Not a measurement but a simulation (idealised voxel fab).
This section sets out a process module, namely voxel self aligned vias.
Displayed cross-section: cut, width of 195 nm, square cells sized 5 nm.
Just so we're on the same page, the cross-sections are grids of square cells, and they're listed out in bands top to bottom, each band one or more rows deep. Band: top and bottom heights (nm) first, top before bottom; then materials from left to right, widths in nm. "all across" marks a sole material filling the band edge to edge. "blank" denotes empty space. Heights from 0 (as-received wafer is one material below). Bottom band endless downward, as "z 0 and below". Top row gets the first number, bottom row gets the second, and each row in between changes by the same step: that is how a band width like "30->40" works. Any step labelled "remained unchanged" changed none of the cells in the cross-section. Closed empty spaces (no open way to the top) of 8 cells or more are what "Unvented internal voids" lists, each as width x height at distance from the left edge, nm for all three. Post-settings text on a step line: simulator's own remark regarding the step. overlay nm: how far to the right of its planned place the mask lay on this masked step (negative: to the left).

### Here's what the planned process steps look like
1,RECEIVE,material Si
2,CONFORMAL_DEP,material SiO2,thk nm 10
3,CONFORMAL_DEP,material SiCN,thk nm 5
4,DIRECTIONAL_DEP,material lowk,thk nm 25
5,PATTERN,tone open,mask id LINES,material resist,width nm 25,pitch nm 65,thk nm 15,overlay nm 0
6,DIRECTIONAL_ETCH,etch materials lowk,depth nm 25
7,STRIP,etch materials resist
8,CONFORMAL_DEP,material TiN,thk nm 5
9,FILL_DEP,material W,thk nm 5
10,CMP,height nm 40
11,SELECTIVE_ETCH,etch materials W Ru TiN,depth nm 5
12,FILL_DEP,material SiN,thk nm 5
13,CMP,height nm 40
14,DIRECTIONAL_DEP,material lowk,thk nm 20
15,PATTERN,tone open,mask id VIAS,material resist,width nm 35,pitch nm 65,thk nm 15,overlay nm 0
16,DIRECTIONAL_ETCH,etch materials lowk,depth nm 20
17,DIRECTIONAL_ETCH,etch materials SiN,depth nm 5
18,STRIP,etch materials resist
19,CONFORMAL_DEP,material TiN,thk nm 5
20,FILL_DEP,material Ru,thk nm 10
21,CMP,height nm 60
22,CONFORMAL_DEP,material SiCN,thk nm 5

### Wafer as received: cross-section following step 1
> z 0 and below | Si all across
> Unvented internal voids: none

### Cross-sectional view of the first of the two wafers upon completion of the module, processed in accordance with the plan
> z 65 to 60 | SiCN all across
> z 60 to 45 | 45 nm lowk / 5 nm TiN / 25 nm Ru / 5 nm TiN / 30 nm lowk / 5 nm TiN / 25 nm Ru / 5 nm TiN / 50 nm lowk
> z 45 to 40 | 45 nm lowk / 10 nm TiN / 15 nm Ru / 10 nm TiN / 30 nm lowk / 10 nm TiN / 15 nm Ru / 10 nm TiN / 50 nm lowk
> z 40 to 35 | 50 nm lowk / 25 nm TiN / 40 nm lowk / 25 nm TiN / 55 nm lowk
> z 35 to 20 | 50 nm lowk / 5 nm TiN / 15 nm W / 5 nm TiN / 40 nm lowk / 5 nm TiN / 15 nm W / 5 nm TiN / 55 nm lowk
> z 20 to 15 | 50 nm lowk / 25 nm TiN / 40 nm lowk / 25 nm TiN / 55 nm lowk
> z 15 to 10 | SiCN all across
> z 10 to 0 | SiO2 all across
> z 0 and below | Si all across
> Unvented internal voids: none

### Second wafer of the two, sectioned at the end of the module. It began like the first and followed the same plan, but one mistake was made while running it
> z 65 to 60 | SiCN all across
> z 60 to 45 | 45 nm lowk / 5 nm TiN / 25 nm Ru / 5 nm TiN / 30 nm lowk / 5 nm TiN / 25 nm Ru / 5 nm TiN / 50 nm lowk
> z 45 to 40 | 45 nm lowk / 5 nm TiN / 10 nm Ru / 20 nm TiN / 30 nm lowk / 5 nm TiN / 10 nm Ru / 20 nm TiN / 50 nm lowk
> z 40 to 35 | 40 nm lowk / 5 nm SiN / 20 nm TiN / 40 nm lowk / 5 nm SiN / 20 nm TiN / 65 nm lowk
> z 35 to 20 | 40 nm lowk / 5 nm TiN / 15 nm W / 5 nm TiN / 40 nm lowk / 5 nm TiN / 15 nm W / 5 nm TiN / 65 nm lowk
> z 20 to 15 | 40 nm lowk / 25 nm TiN / 40 nm lowk / 25 nm TiN / 65 nm lowk
> z 15 to 10 | SiCN all across
> z 10 to 0 | SiO2 all across
> z 0 and below | Si all across
> Unvented internal voids: none
Where did the run depart from the plan? step 5 deviated from plan and actually ran as PATTERN,tone open,mask id LINES,material resist,width nm 25,pitch nm 65,thk nm 15,overlay nm -10
Wrapping up, a cell-based count of both wafers puts the second over or under the first for these materials: 2 fewer of Ru | 2 more of SiN
